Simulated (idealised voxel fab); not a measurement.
process module | voxel capacitor over wiring
cross-section cut | 190 nm wide | cells 5 nm
A cross-section is a grid of square cells, given in bands from the top down. A band is one or more rows of cells.
Each band's line starts with the height of the band's top and of its bottom, in nm. Then come its materials from left to right, each with its width in nm. One material with "throughout" fills the band from edge to edge. "air" is empty space.
Height 0 is the level under which the wafer as received is all one material. The lowest band goes on downwards, as in "0 down".
A width such as "30 to 40" changes by the same amount from each row of cells to the next, from the band's top row to its bottom row.
"no change" after a step means that no cell of the cross-section changed.
closed voids: empty space of 8 cells or more with no open way to the top, each as width x height at its distance from the left edge, in nm
after a step's settings: what the simulator itself notes on the step
overlay nm, on a step with a mask: how far to the right of its planned place the mask lay; to the left if negative
plan
1 op RECEIVE | material Si
2 op CONFORMAL_DEP | material SiO2 | thk nm 15
3 op CONFORMAL_DEP | material SiCN | thk nm 5
4 op DIRECTIONAL_DEP | material lowk | thk nm 20
5 op PATTERN | tone open | mask id METAL_1 | material resist | width nm 30 | pitch nm 95 | thk nm 15 | overlay nm 0
6 op DIRECTIONAL_ETCH | etch materials lowk | depth nm 20
7 op DIRECTIONAL_ETCH | etch materials SiCN | depth nm 5
8 op STRIP | etch materials resist
9 op CONFORMAL_DEP | material TiN | thk nm 5
10 op FILL_DEP | material Ru | thk nm 5
11 op CMP | height nm 40
12 op EPI | material Ru | thk nm 5
13 op FILL_DEP | material SiCN | thk nm 5
14 op DIRECTIONAL_DEP | material SiO2 | thk nm 10
15 op PATTERN | tone open | mask id PLUG_1 | material resist | width nm 15 | thk nm 15 | overlay nm 0
16 op DIRECTIONAL_ETCH | etch materials SiO2 | depth nm 10
17 op DIRECTIONAL_ETCH | etch materials SiCN | depth nm 5
18 op STRIP | etch materials resist
19 op EPI | material Ru | thk nm 10
20 op EPI | material Ru | thk nm 5
21 op DIRECTIONAL_DEP | material TiN | thk nm 10
22 op DIRECTIONAL_DEP | material HfO2 | thk nm 5
23 op DIRECTIONAL_DEP | material TiN | thk nm 5
24 op PATTERN | tone cover | mask id UPPER_PLATE | material resist | width nm 70 | thk nm 15 | overlay nm 0
25 op DIRECTIONAL_ETCH | etch materials TiN | depth nm 5
26 op DIRECTIONAL_ETCH | etch materials HfO2 | depth nm 5
27 op STRIP | etch materials resist
28 op MASKED_ETCH | tone cover | mask id LOWER_PLATE | width nm 80 | etch materials TiN | depth nm 10 | overlay nm 0
29 op FILL_DEP | material SiO2 | thk nm 15
30 op CMP | height nm 90
31 op DIRECTIONAL_DEP | material aC | thk nm 15
32 op PATTERN | tone open | mask id PLUG_2 | material resist | width nm 15 | thk nm 35 | overlay nm 0
33 op DIRECTIONAL_ETCH | etch materials aC | depth nm 15
34 op STRIP | etch materials resist
35 op DIRECTIONAL_ETCH | etch materials SiO2 | depth nm 10
36 op STRIP | etch materials aC
37 op CONFORMAL_DEP | material TiN | thk nm 5
38 op FILL_DEP | material Ru | thk nm 5
39 op CMP | height nm 90
40 op CONFORMAL_DEP | material SiCN | thk nm 5
first wafer, as planned
as received, after step 1
  0 down: Si throughout
  closed voids: none
after step 2
  15 to 0: SiO2 throughout
  below 0: unchanged
after step 3
  20 to 15: SiCN throughout
  below 15: unchanged
after step 4
  40 to 20: lowk throughout
  below 20: unchanged
after step 5
  55 to 40: resist 30 | air 30 | resist 65 | air 30 | resist 35
  below 40: unchanged
after step 6
  55 to 40: resist 30 | air 30 | resist 65 | air 30 | resist 35
  40 to 20: lowk 30 | air 30 | lowk 65 | air 30 | lowk 35
  below 20: unchanged
after step 7
  55 to 40: resist 30 | air 30 | resist 65 | air 30 | resist 35
  40 to 20: lowk 30 | air 30 | lowk 65 | air 30 | lowk 35
  20 to 15: SiCN 30 | air 30 | SiCN 65 | air 30 | SiCN 35
  below 15: unchanged
after step 8
  40 to 20: lowk 30 | air 30 | lowk 65 | air 30 | lowk 35
  below 20: unchanged
after step 9
  45 to 40: TiN 35 | air 20 | TiN 75 | air 20 | TiN 40
  40 to 20: lowk 30 | TiN 5 | air 20 | TiN 5 | lowk 65 | TiN 5 | air 20 | TiN 5 | lowk 35
  20 to 15: SiCN 30 | TiN 30 | SiCN 65 | TiN 30 | SiCN 35
  below 15: unchanged
after step 10
  50 to 45: Ru throughout
  45 to 40: TiN 35 | Ru 20 | TiN 75 | Ru 20 | TiN 40
  40 to 20: lowk 30 | TiN 5 | Ru 20 | TiN 5 | lowk 65 | TiN 5 | Ru 20 | TiN 5 | lowk 35
  below 20: unchanged
after step 11
  40 to 20: lowk 30 | TiN 5 | Ru 20 | TiN 5 | lowk 65 | TiN 5 | Ru 20 | TiN 5 | lowk 35
  below 20: unchanged
after step 12
  45 to 40: air 25 | Ru 40 | air 55 | Ru 40 | air 30
  below 40: unchanged
after step 13
  50 to 45: SiCN throughout
  45 to 40: SiCN 25 | Ru 40 | SiCN 55 | Ru 40 | SiCN 30
  below 40: unchanged
after step 14
  60 to 50: SiO2 throughout
  below 50: unchanged
after step 15
  75 to 60: resist 45 | air 15 | resist 130
  below 60: unchanged
after step 16
  75 to 60: resist 45 | air 15 | resist 130
  60 to 50: SiO2 45 | air 15 | SiO2 130
  below 50: unchanged
after step 17
  75 to 60: resist 45 | air 15 | resist 130
  60 to 50: SiO2 45 | air 15 | SiO2 130
  50 to 45: SiCN 45 | air 15 | SiCN 130
  below 45: unchanged
after step 18
  60 to 50: SiO2 45 | air 15 | SiO2 130
  below 50: unchanged
after step 19
  60 to 55: SiO2 45 | air 15 | SiO2 130
  55 to 50: SiO2 45 | Ru 15 | SiO2 130
  50 to 45: SiCN 45 | Ru 15 | SiCN 130
  below 45: unchanged
after step 20
  60 to 50: SiO2 45 | Ru 15 | SiO2 130
  below 50: unchanged
after step 21
  70 to 60: TiN throughout
  below 60: unchanged
after step 22
  75 to 70: HfO2 throughout
  below 70: unchanged
after step 23
  80 to 75: TiN throughout
  below 75: unchanged
after step 24
  95 to 80: air 45 | resist 70 | air 75
  below 80: unchanged
after step 25
  95 to 80: air 45 | resist 70 | air 75
  80 to 75: air 45 | TiN 70 | air 75
  below 75: unchanged
after step 26
  95 to 80: air 45 | resist 70 | air 75
  80 to 75: air 45 | TiN 70 | air 75
  75 to 70: air 45 | HfO2 70 | air 75
  below 70: unchanged
after step 27
  80 to 75: air 45 | TiN 70 | air 75
  below 75: unchanged
after step 28
  80 to 75: air 45 | TiN 70 | air 75
  75 to 70: air 45 | HfO2 70 | air 75
  70 to 60: air 40 | TiN 80 | air 70
  below 60: unchanged
after step 29
  95 to 80: SiO2 throughout
  80 to 75: SiO2 45 | TiN 70 | SiO2 75
  75 to 70: SiO2 45 | HfO2 70 | SiO2 75
  70 to 60: SiO2 40 | TiN 80 | SiO2 70
  below 60: unchanged
after step 30
  90 to 80: SiO2 throughout
  below 80: unchanged
after step 31
  105 to 90: aC throughout
  below 90: unchanged
after step 32
  140 to 105: resist 55 | air 15 | resist 120
  below 105: unchanged
after step 33
  125 to 105: resist 55 | air 15 | resist 120
  105 to 90: aC 55 | air 15 | aC 120
  below 90: unchanged
after step 34
  105 to 90: aC 55 | air 15 | aC 120
  below 90: unchanged
after step 35
  105 to 90: aC 55 | air 15 | aC 120
  90 to 80: SiO2 55 | air 15 | SiO2 120
  below 80: unchanged
after step 36
  90 to 80: SiO2 55 | air 15 | SiO2 120
  below 80: unchanged
after step 37
  95 to 90: TiN 60 | air 5 | TiN 125
  90 to 85: SiO2 55 | TiN 5 | air 5 | TiN 5 | SiO2 120
  85 to 75: SiO2 55 to 45 | TiN 15 to 70 | SiO2 120 to 75
  below 75: unchanged
after step 38
  100 to 95: Ru throughout
  95 to 90: TiN 60 | Ru 5 | TiN 125
  90 to 85: SiO2 55 | TiN 5 | Ru 5 | TiN 5 | SiO2 120
  below 85: unchanged
after step 39
  90 to 85: SiO2 55 | TiN 5 | Ru 5 | TiN 5 | SiO2 120
  below 85: unchanged
after step 40
  95 to 90: SiCN throughout
  below 90: unchanged
second wafer: like start, like plan, one mistake. Through step 23 it matches the first wafer
when step 24 should have ended
  95 to 80: air 50 | resist 65 | air 75
  below 80: unchanged
when step 25 should have ended
  95 to 80: air 50 | resist 65 | air 75
  80 to 75: air 50 | TiN 65 | air 75
  below 75: unchanged
when step 26 should have ended
  95 to 80: air 50 | resist 65 | air 75
  80 to 75: air 50 | TiN 65 | air 75
  75 to 70: air 50 | HfO2 65 | air 75
  below 70: unchanged
when step 27 should have ended
  80 to 75: air 50 | TiN 65 | air 75
  below 75: unchanged
when step 28 should have ended
  80 to 75: air 50 | TiN 65 | air 75
  75 to 70: air 50 | HfO2 65 | air 75
  70 to 60: air 40 | TiN 80 | air 70
  below 60: unchanged
when step 29 should have ended
  95 to 80: SiO2 throughout
  80 to 75: SiO2 50 | TiN 65 | SiO2 75
  75 to 70: SiO2 50 | HfO2 65 | SiO2 75
  70 to 60: SiO2 40 | TiN 80 | SiO2 70
  below 60: unchanged
when step 30 should have ended
  90 to 80: SiO2 throughout
  below 80: unchanged
when step 31 should have ended
  105 to 90: aC throughout
  below 90: unchanged
when step 32 should have ended
  140 to 105: resist 55 | air 15 | resist 120
  below 105: unchanged
when step 33 should have ended
  125 to 105: resist 55 | air 15 | resist 120
  105 to 90: aC 55 | air 15 | aC 120
  below 90: unchanged
when step 34 should have ended
  105 to 90: aC 55 | air 15 | aC 120
  below 90: unchanged
when step 35 should have ended
  105 to 90: aC 55 | air 15 | aC 120
  90 to 80: SiO2 55 | air 15 | SiO2 120
  below 80: unchanged
when step 36 should have ended
  90 to 80: SiO2 55 | air 15 | SiO2 120
  below 80: unchanged
when step 37 should have ended
  95 to 90: TiN 60 | air 5 | TiN 125
  90 to 85: SiO2 55 | TiN 5 | air 5 | TiN 5 | SiO2 120
  85 to 75: SiO2 55 to 50 | TiN 15 to 65 | SiO2 120 to 75
  below 75: unchanged
when step 38 should have ended
  100 to 95: Ru throughout
  95 to 90: TiN 60 | Ru 5 | TiN 125
  90 to 85: SiO2 55 | TiN 5 | Ru 5 | TiN 5 | SiO2 120
  below 85: unchanged
when step 39 should have ended
  90 to 85: SiO2 55 | TiN 5 | Ru 5 | TiN 5 | SiO2 120
  below 85: unchanged
when step 40 should have ended
  95 to 90: SiCN throughout
  below 90: unchanged
what went wrong: step 24 ran as: op PATTERN | tone cover | mask id UPPER_PLATE | material resist | width nm 65 | thk nm 15 | overlay nm 0
at the end the second wafer has, in cells: 1 fewer of HfO2 | 2 more of SiO2 | 1 fewer of TiN
